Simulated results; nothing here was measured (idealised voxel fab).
process module | voxel ribs on slabs
cross-section cut | 225 nm wide | cells 5 nm
A cross-section is a grid of square cells, given in bands from the top down. A band is one or more rows of cells.
Each band's line starts with the height of the band's top and of its bottom, in nm. Then come its materials from left to right, each with its width in nm. One material with "throughout" fills the band from edge to edge. "air" is empty space.
Height 0 is the level under which the wafer as received is all one material. The lowest band goes on downwards, as in "0 down".
A width such as "30 to 40" changes by the same amount from each row of cells to the next, from the band's top row to its bottom row.
"no change" after a step means that no cell of the cross-section changed.
closed voids: empty space of 8 cells or more with no open way to the top, each as width x height at its distance from the left edge, in nm
after a step's settings: what the simulator itself notes on the step
overlay nm, on a step with a mask: how far to the right of its planned place the mask lay; to the left if negative
plan
1 op RECEIVE | material Si
2 op DIRECTIONAL_DEP | material SiO2 | thk nm 25
3 op DIRECTIONAL_DEP | material SiN | thk nm 20
4 op MASKED_ETCH | tone cover | mask id RIB | width nm 30 | etch materials SiN | depth nm 10 | overlay nm 0
5 op PATTERN | tone cover | mask id SLAB | material resist | width nm 80 | thk nm 20 | overlay nm 0
6 op DIRECTIONAL_ETCH | etch materials SiN | depth nm 10
7 op STRIP | etch materials resist
8 op FILL_DEP | material SiO2 | thk nm 20
9 op CMP | height nm 60
10 op DIRECTIONAL_DEP | material W | thk nm 10
11 op DIRECTIONAL_DEP | material aC | thk nm 15
12 op PATTERN | tone cover | mask id HEATER | material resist | width nm 40 | thk nm 30 | overlay nm 0
13 op DIRECTIONAL_ETCH | etch materials aC | depth nm 15
14 op STRIP | etch materials resist
15 op DIRECTIONAL_ETCH | etch materials W | depth nm 10
16 op STRIP | etch materials aC
17 op CONFORMAL_DEP | material SiN | thk nm 5
first wafer, as planned
as received, after step 1
  0 down: Si throughout
  closed voids: none
after step 2
  25 to 0: SiO2 throughout
  below 0: unchanged
after step 3
  45 to 25: SiN throughout
  below 25: unchanged
after step 4
  45 to 35: air 95 | SiN 30 | air 100
  below 35: unchanged
after step 5
  65 to 45: air 70 | resist 80 | air 75
  45 to 35: air 70 | resist 25 | SiN 30 | resist 25 | air 75
  below 35: unchanged
after step 6
  65 to 45: air 70 | resist 80 | air 75
  45 to 35: air 70 | resist 25 | SiN 30 | resist 25 | air 75
  35 to 25: air 70 | SiN 80 | air 75
  below 25: unchanged
after step 7
  45 to 35: air 95 | SiN 30 | air 100
  below 35: unchanged
after step 8
  65 to 45: SiO2 throughout
  45 to 35: SiO2 95 | SiN 30 | SiO2 100
  35 to 25: SiO2 70 | SiN 80 | SiO2 75
  below 25: unchanged
after step 9
  60 to 45: SiO2 throughout
  below 45: unchanged
after step 10
  70 to 60: W throughout
  below 60: unchanged
after step 11
  85 to 70: aC throughout
  below 70: unchanged
after step 12
  115 to 85: air 90 | resist 40 | air 95
  below 85: unchanged
after step 13
  100 to 85: air 90 | resist 40 | air 95
  85 to 70: air 90 | aC 40 | air 95
  below 70: unchanged
after step 14
  85 to 70: air 90 | aC 40 | air 95
  below 70: unchanged
after step 15
  85 to 70: air 90 | aC 40 | air 95
  70 to 60: air 90 | W 40 | air 95
  below 60: unchanged
after step 16
  70 to 60: air 90 | W 40 | air 95
  below 60: unchanged
after step 17
  75 to 70: air 85 | SiN 50 | air 90
  70 to 65: air 85 | SiN 5 | W 40 | SiN 5 | air 90
  65 to 60: SiN 90 | W 40 | SiN 95
  below 60: unchanged
second wafer: like start, like plan, one mistake. Through step 3 it matches the first wafer
when step 4 should have ended
  45 to 35: air 85 | SiN 30 | air 110
  below 35: unchanged
when step 5 should have ended
  65 to 45: air 70 | resist 80 | air 75
  45 to 35: air 70 | resist 15 | SiN 30 | resist 35 | air 75
  below 35: unchanged
when step 6 should have ended
  65 to 45: air 70 | resist 80 | air 75
  45 to 35: air 70 | resist 15 | SiN 30 | resist 35 | air 75
  35 to 25: air 70 | SiN 80 | air 75
  below 25: unchanged
when step 7 should have ended
  45 to 35: air 85 | SiN 30 | air 110
  below 35: unchanged
when step 8 should have ended
  65 to 45: SiO2 throughout
  45 to 35: SiO2 85 | SiN 30 | SiO2 110
  35 to 25: SiO2 70 | SiN 80 | SiO2 75
  below 25: unchanged
when step 9 should have ended
  60 to 45: SiO2 throughout
  below 45: unchanged
when step 10 should have ended
  70 to 60: W throughout
  below 60: unchanged
when step 11 should have ended
  85 to 70: aC throughout
  below 70: unchanged
when step 12 should have ended
  115 to 85: air 90 | resist 40 | air 95
  below 85: unchanged
when step 13 should have ended
  100 to 85: air 90 | resist 40 | air 95
  85 to 70: air 90 | aC 40 | air 95
  below 70: unchanged
when step 14 should have ended
  85 to 70: air 90 | aC 40 | air 95
  below 70: unchanged
when step 15 should have ended
  85 to 70: air 90 | aC 40 | air 95
  70 to 60: air 90 | W 40 | air 95
  below 60: unchanged
when step 16 should have ended
  70 to 60: air 90 | W 40 | air 95
  below 60: unchanged
when step 17 should have ended
  75 to 70: air 85 | SiN 50 | air 90
  70 to 65: air 85 | SiN 5 | W 40 | SiN 5 | air 90
  65 to 60: SiN 90 | W 40 | SiN 95
  below 60: unchanged
what went wrong: step 4 ran as: op MASKED_ETCH | tone cover | mask id RIB | width nm 30 | etch materials SiN | depth nm 10 | overlay nm -10
at the end the second wafer has, in cells: as many of each material as the first, in other places
